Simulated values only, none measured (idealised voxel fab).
Process module under the name voxel spacer lines
Cross-section cut spans 160 nm and uses square cells 5 nm in size.
Notation: cross-section as square-cell grid; stated in bands, top first, going down; one or more cell rows per band. Top height, bottom height, nm. Materials left to right, width each, nm. Single material + "full width" = fills band edge to edge. "air" = empty. We count height from 0. Below that, the starting wafer is all one material. The lowest band never ends at the bottom but goes on down; see "0 and below" for how that is written. It should be noted that a width expressed as "30..40" varies in equal increments from row to row of cells within the band, taking the value of the first number at the top row and that of the second number at the bottom row. "all unchanged" -> step changed no cross-section cell. The entry titled "Trapped cavities" provides the empty spaces that have no open way to the top, restricted to those of 8 cells or more. Each is presented as width x height at distance, the distance being measured from the left edge, with all three in nm. Anything after a step's settings on that line? It's the simulator's own note about the step. "overlay nm" answers the question of how far to the right of plan the mask lay on a step that has a mask, and when it is negative the answer is to the left.
### Process steps foreseen in the plan
step 1: RECEIVE, material Si
step 2: CONFORMAL_DEP, material Al2O3, thk nm 5
step 3: DIRECTIONAL_DEP, material W, thk nm 15
step 4: DIRECTIONAL_DEP, material aC, thk nm 20
step 5: PATTERN, tone cover, mask id MANDREL, material resist, width nm 20, pitch nm 60, thk nm 25, overlay nm -15
step 6: DIRECTIONAL_ETCH, etch materials aC, depth nm 20
step 7: STRIP, etch materials resist
step 8: CONFORMAL_DEP, material SiO2, thk nm 10
step 9: DIRECTIONAL_ETCH, etch materials SiO2, depth nm 10
step 10: STRIP, etch materials aC
step 11: DIRECTIONAL_ETCH, etch materials W, depth nm 15
step 12: STRIP, etch materials SiO2
The plan shows the overlay nm of step 5 as the first wafer had it; this setting differs between the wafers, which start out alike.
### The first of several wafers as received, shown in cross-section; this is its state after step 1
0 and below | Si full width
Trapped cavities: none
### Quick key for the table: a row per wafer, taken at the end of the module. For each material it tells you how many cells the wafer gained (+) or lost (-) since it came in, and the closed voids come after
overlay nm -15 | +32 Al2O3 | +24 W | Trapped cavities: none
overlay nm -10 | +32 Al2O3 | +24 W | Trapped cavities: none
overlay nm -5 | +32 Al2O3 | +24 W | Trapped cavities: none
overlay nm 0 | +32 Al2O3 | +24 W | Trapped cavities: none
overlay nm 5 | +32 Al2O3 | +24 W | Trapped cavities: none
overlay nm 10 | +32 Al2O3 | +24 W | Trapped cavities: none
overlay nm 15 | +32 Al2O3 | +24 W | Trapped cavities: none
